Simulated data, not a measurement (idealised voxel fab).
Presented below is a process module, voxel self aligned vias.
In the cross-section labelled cut, the width is 290 nm and each square cell is 5 nm.
A cross-section is a grid of square cells, given in bands from the top down. A band is one or more rows of cells.
Basically the band line says how high the top is and how high the bottom is, in nm, and then what's in it from left to right, every material with its width in nm. Empty space shows up as "empty", and if a single material carries "edge to edge" it runs the full band edge to edge.
The level at which height equals 0 is the one under which the wafer, as it arrives, is entirely one material. No lower edge exists for the bottom band, which continues downward and is notated as in "from 0 down".
The expression "30->40" gives the width at the extremes of the band, the first number at its top row of cells and the second at its bottom row, with the width changing by equal amounts from each row to the next in between.
"changes: none" means the step left every cell of the cross-section as it was.
"Closed-off voids" - sealed voids, min. 8 cells, no opening to top; format: width x height at distance (distance from left edge; nm throughout).
Read whatever lies past the settings on a step's line as the simulator's own remark about the step.
"overlay nm" denotes, for a step that has a mask, the displacement of the mask to the right of its planned place, with negative values corresponding to the left.

## Listed below are the process steps as planned
| 1 | RECEIVE [material Si] |
| 2 | CONFORMAL_DEP [material SiO2] [thk nm 10] |
| 3 | CONFORMAL_DEP [material SiCN] [thk nm 5] |
| 4 | DIRECTIONAL_DEP [material lowk] [thk nm 30] |
| 5 | DIRECTIONAL_DEP [material aC] [thk nm 10] |
| 6 | PATTERN [tone open] [mask id LINES] [material resist] [width nm 30] [pitch nm 80] [thk nm 25] [overlay nm -15] |
| 7 | DIRECTIONAL_ETCH [etch materials aC] [depth nm 10] |
| 8 | STRIP [etch materials resist] |
| 9 | DIRECTIONAL_ETCH [etch materials lowk] [depth nm 30] |
| 10 | STRIP [etch materials aC] |
| 11 | CONFORMAL_DEP [material TiN] [thk nm 5] |
| 12 | FILL_DEP [material Ru] [thk nm 5] |
| 13 | CMP [height nm 45] |
| 14 | SELECTIVE_ETCH [etch materials W Ru TiN] [depth nm 10] |
| 15 | FILL_DEP [material SiN] [thk nm 5] |
| 16 | CMP [height nm 45] |
| 17 | DIRECTIONAL_DEP [material lowk] [thk nm 15] |
| 18 | DIRECTIONAL_DEP [material aC] [thk nm 15] |
| 19 | PATTERN [tone open] [mask id VIAS] [material resist] [width nm 50] [pitch nm 80] [thk nm 35] [overlay nm 0] |
| 20 | DIRECTIONAL_ETCH [etch materials aC] [depth nm 15] |
| 21 | STRIP [etch materials resist] |
| 22 | DIRECTIONAL_ETCH [etch materials lowk] [depth nm 15] |
| 23 | DIRECTIONAL_ETCH [etch materials SiN] [depth nm 10] |
| 24 | STRIP [etch materials aC] |
| 25 | CONFORMAL_DEP [material TiN] [thk nm 5] |
| 26 | FILL_DEP [material Ru] [thk nm 5] |
| 27 | CMP [height nm 60] |
| 28 | CONFORMAL_DEP [material SiCN] [thk nm 5] |
varied across the wafers: overlay nm of step 6. The plan shows the first wafer's value. All wafers start alike

## Cross-section of the first of several received wafers, showing its state after step 1
* from 0 down  Si edge to edge
* Closed-off voids: none

## The rows of the table below are wafers. Looking at the end of the module, a row counts, for every material, the cells the wafer has gained, shown as (+), or lost, shown as (-), since it was received; its closed voids come next
overlay nm -15; +68 Ru; +116 SiCN; +4 SiN; +116 SiO2; +60 TiN; +390 lowk; Closed-off voids: none
overlay nm -10; +72 Ru; +116 SiCN; +116 SiO2; +60 TiN; +390 lowk; Closed-off voids: none
overlay nm -5; +72 Ru; +116 SiCN; +116 SiO2; +60 TiN; +390 lowk; Closed-off voids: none
overlay nm 0; +72 Ru; +116 SiCN; +116 SiO2; +60 TiN; +390 lowk; Closed-off voids: none
overlay nm 5; +72 Ru; +116 SiCN; +116 SiO2; +60 TiN; +390 lowk; Closed-off voids: none
overlay nm 10; +72 Ru; +116 SiCN; +116 SiO2; +60 TiN; +390 lowk; Closed-off voids: none
overlay nm 15; +68 Ru; +116 SiCN; +4 SiN; +116 SiO2; +60 TiN; +390 lowk; Closed-off voids: none
